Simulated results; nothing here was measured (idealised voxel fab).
Presented below is a process module, voxel local oxidation.
For reference, the cross-section in this document is cut, with width 300 nm and square cells of 5 nm.
This document writes a cross-section as a grid whose cells are square, and gives it as bands, listed from the top down; one or more rows of cells form a band.
The entry gives the band's vertical extent as a top height and a bottom height in nm, then its horizontal make-up as materials from left to right, each with a width in nm. "empty" stands for empty space; a single material marked "edge to edge" fills the band edge to edge.
Heights from 0 (as-received wafer is one material below). Bottom band endless downward, as "z 0 and below".
When a width is written as two numbers, as in "30 to 40", the first number is the width in the top row of cells of the band and the second is the width in its bottom row, and the width changes by the same amount from each row to the next.
The cross-section has no changed cell in any step marked "everything unchanged".
Heads up: "Fully sealed cavities" only lists the empty pockets with no open path to the top that are 8 cells or more, and it writes them as width x height at distance, distance from the left edge, in nm.
after a step's settings: what the simulator itself notes on the step
overlay nm: where the mask lay relative to plan, measured to the right, on steps with a mask; negatives go left.
The following list gives the planned process steps:
- 1: RECEIVE | material Si
- 2: OXIDIZE | depth nm 5
- 3: CONFORMAL_DEP | material SiN | thk nm 10
- 4: MASKED_ETCH | tone cover | mask id ACTIVE | width nm 130 | etch materials SiN | depth nm 10 | overlay nm 0
- 5: SELECTIVE_ETCH | etch materials SiO2 | depth nm 5
- 6: OXIDIZE | depth nm 10
- 7: STRIP | etch materials SiN
The first of two wafers, run as planned:
Incoming wafer in cross-section (state: after step 1):
> z 0 and below = Si edge to edge
> Fully sealed cavities: none
The wafer in cross-section once step 2 is complete:
> z 0 to -5 = SiO2 edge to edge
> Note: structure below -5 unchanged.
The wafer in cross-section once step 3 is complete:
> z 10 to 0 = SiN edge to edge
> Note: structure below 0 unchanged.
The wafer in cross-section once step 4 is complete:
> z 10 to 0 = 85 of empty | 130 of SiN | 85 of empty
> Note: structure below 0 unchanged.
The wafer in cross-section once step 5 is complete:
> z 10 to 0 = 85 of empty | 130 of SiN | 85 of empty
> z 0 to -5 = 90 of empty | 120 of SiO2 | 90 of empty
> Note: structure below -5 unchanged.
The wafer in cross-section once step 6 is complete:
> z 10 to 0 = 85 of empty | 130 of SiN | 85 of empty
> z 0 to -5 = 90 of empty | 120 of SiO2 | 90 of empty
> z -5 to -15 = 100 of SiO2 | 100 of Si | 100 of SiO2
> Note: structure below -15 unchanged.
The wafer in cross-section once step 7 is complete:
> z 0 to -5 = 90 of empty | 120 of SiO2 | 90 of empty
> Note: structure below -5 unchanged.
Second wafer, same starting state and plan as the first, one mistake in the run, identical through step 3:
Second wafer shown in cross-section at the time step 4 was slated to end:
> z 10 to 0 = 85 of SiN | 130 of empty | 85 of SiN
> Note: structure below 0 unchanged.
Second wafer shown in cross-section at the time step 5 was slated to end:
> z 10 to 0 = 85 of SiN | 130 of empty | 85 of SiN
> z 0 to -5 = 80 of SiO2 | 140 of empty | 80 of SiO2
> Note: structure below -5 unchanged.
Second wafer shown in cross-section at the time step 6 was slated to end:
> z 10 to 0 = 85 of SiN | 130 of empty | 85 of SiN
> z 0 to -5 = 80 of SiO2 | 140 of empty | 80 of SiO2
> z -5 to -15 = 70 of Si | 160 of SiO2 | 70 of Si
> Note: structure below -15 unchanged.
Second wafer shown in cross-section at the time step 7 was slated to end:
> z 0 to -5 = 80 of SiO2 | 140 of empty | 80 of SiO2
> Note: structure below -5 unchanged.
Short version of what went wrong: step 4 off recipe, ran as MASKED_ETCH | tone open | mask id ACTIVE | width nm 130 | etch materials SiN | depth nm 10 | overlay nm 0
Wrapping up, a cell-based count of both wafers puts the second over or under the first for these materials: Si +16 | SiO2 -8
